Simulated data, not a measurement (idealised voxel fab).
process module | voxel transistor to metal
cross-section cut | 205 nm wide | cells 5 nm
A cross-section is a grid of square cells, given in bands from the top down. A band is one or more rows of cells.
Each band's line starts with the height of the band's top and of its bottom, in nm. Then come its materials from left to right, each with its width in nm. One material with "throughout" fills the band from edge to edge. "air" is empty space.
Height 0 is the level under which the wafer as received is all one material. The lowest band goes on downwards, as in "0 down".
A width such as "30 to 40" changes by the same amount from each row of cells to the next, from the band's top row to its bottom row.
"no change" after a step means that no cell of the cross-section changed.
closed voids: empty space of 8 cells or more with no open way to the top, each as width x height at its distance from the left edge, in nm
after a step's settings: what the simulator itself notes on the step
overlay nm, on a step with a mask: how far to the right of its planned place the mask lay; to the left if negative
plan
1 op RECEIVE | material Si
2 op CONFORMAL_DEP | material SiO2 | thk nm 5
3 op CONFORMAL_DEP | material SiN | thk nm 15
4 op MASKED_ETCH | tone cover | mask id ACTIVE | width nm 95 | etch materials SiN | depth nm 15 | overlay nm 0
5 op MASKED_ETCH | tone cover | mask id ACTIVE | width nm 95 | etch materials SiO2 | depth nm 5 | overlay nm 0
6 op MASKED_ETCH | tone cover | mask id ACTIVE | width nm 95 | etch materials Si | depth nm 25 | overlay nm 0
7 op FILL_DEP | material SiO2 | thk nm 15
8 op CMP | height nm 20
9 op SELECTIVE_ETCH | etch materials SiO2 | depth nm 10
10 op STRIP | etch materials SiN
11 op SELECTIVE_ETCH | etch materials SiO2 | depth nm 5
12 op OXIDIZE | depth nm 5
13 op DIRECTIONAL_DEP | material polySi | thk nm 25
14 op DIRECTIONAL_DEP | material SiCN | thk nm 15
15 op PATTERN | tone cover | mask id GATE | material resist | width nm 25 | thk nm 15 | overlay nm 0
16 op DIRECTIONAL_ETCH | etch materials SiCN | depth nm 25
17 op DIRECTIONAL_ETCH | etch materials polySi | depth nm 35
18 op STRIP | etch materials resist
19 op CONFORMAL_DEP | material SiN | thk nm 10
20 op DIRECTIONAL_ETCH | etch materials SiN | depth nm 10
21 op DIRECTIONAL_ETCH | etch materials SiO2 | depth nm 5
22 op EPI | material SiGe | thk nm 5
23 op FILL_DEP | material SiO2 | thk nm 10
24 op CMP | height nm 40
25 op DIRECTIONAL_DEP | material SiO2 | thk nm 10
26 op PATTERN | tone open | mask id CONTACT | material resist | width nm 25 | pitch nm 60 | thk nm 15 | overlay nm 0
27 op DIRECTIONAL_ETCH | etch materials SiO2 | depth nm 50
28 op STRIP | etch materials resist
29 op CONFORMAL_DEP | material TiN | thk nm 5
30 op FILL_DEP | material Ru | thk nm 10
31 op CMP | height nm 50
32 op CONFORMAL_DEP | material SiN | thk nm 5
33 op DIRECTIONAL_DEP | material SiO2 | thk nm 15
34 op MASKED_ETCH | tone open | mask id METAL_1 | width nm 15 | pitch nm 70 | etch materials SiO2 | depth nm 15 | overlay nm 0
35 op MASKED_ETCH | tone open | mask id METAL_1 | width nm 15 | pitch nm 70 | etch materials SiN | depth nm 5 | overlay nm 0
36 op CONFORMAL_DEP | material TiN | thk nm 5
37 op FILL_DEP | material W | thk nm 5
38 op CMP | height nm 70
39 op CONFORMAL_DEP | material SiCN | thk nm 5
as received, after step 1
  0 down: Si throughout
  closed voids: none
a wafer at the end: this start, this plan, one mistake
  75 to 70: SiCN throughout
  70 to 55: SiO2 60 | TiN 5 | W 5 | TiN 5 | SiO2 55 | TiN 5 | W 5 | TiN 5 | SiO2 60
  55 to 50: SiN 60 | TiN 15 | SiN 55 | TiN 15 | SiN 60
  50 to 40: SiO2 60 | TiN 5 | Ru 15 | TiN 5 | SiO2 35 | TiN 5 to 10 | Ru 15 to 10 | TiN 5 | SiO2 60
  40 to 25: SiO2 60 | TiN 5 | Ru 15 | TiN 5 | SiN 10 | SiCN 20 | SiN 10 | TiN 5 | Ru 10 | TiN 5 | SiO2 60
  25 to 5: SiO2 60 | TiN 5 | Ru 15 | TiN 5 | SiN 10 | polySi 20 | SiN 10 | TiN 5 | Ru 10 | TiN 5 | SiO2 60
  5 to 0: SiO2 50 | SiN 10 | TiN 25 | SiN 10 | polySi 20 | SiN 10 | TiN 20 | SiN 10 | SiO2 50
  0 to -5: SiO2 60 | SiGe 25 | SiO2 40 | SiGe 20 | SiO2 60
  -5 to -25: SiO2 55 | Si 95 | SiO2 55
  -25 down: Si throughout
  closed voids: none
what went wrong: step 15 ran as: op PATTERN | tone cover | mask id GATE | material resist | width nm 20 | thk nm 15 | overlay nm 0
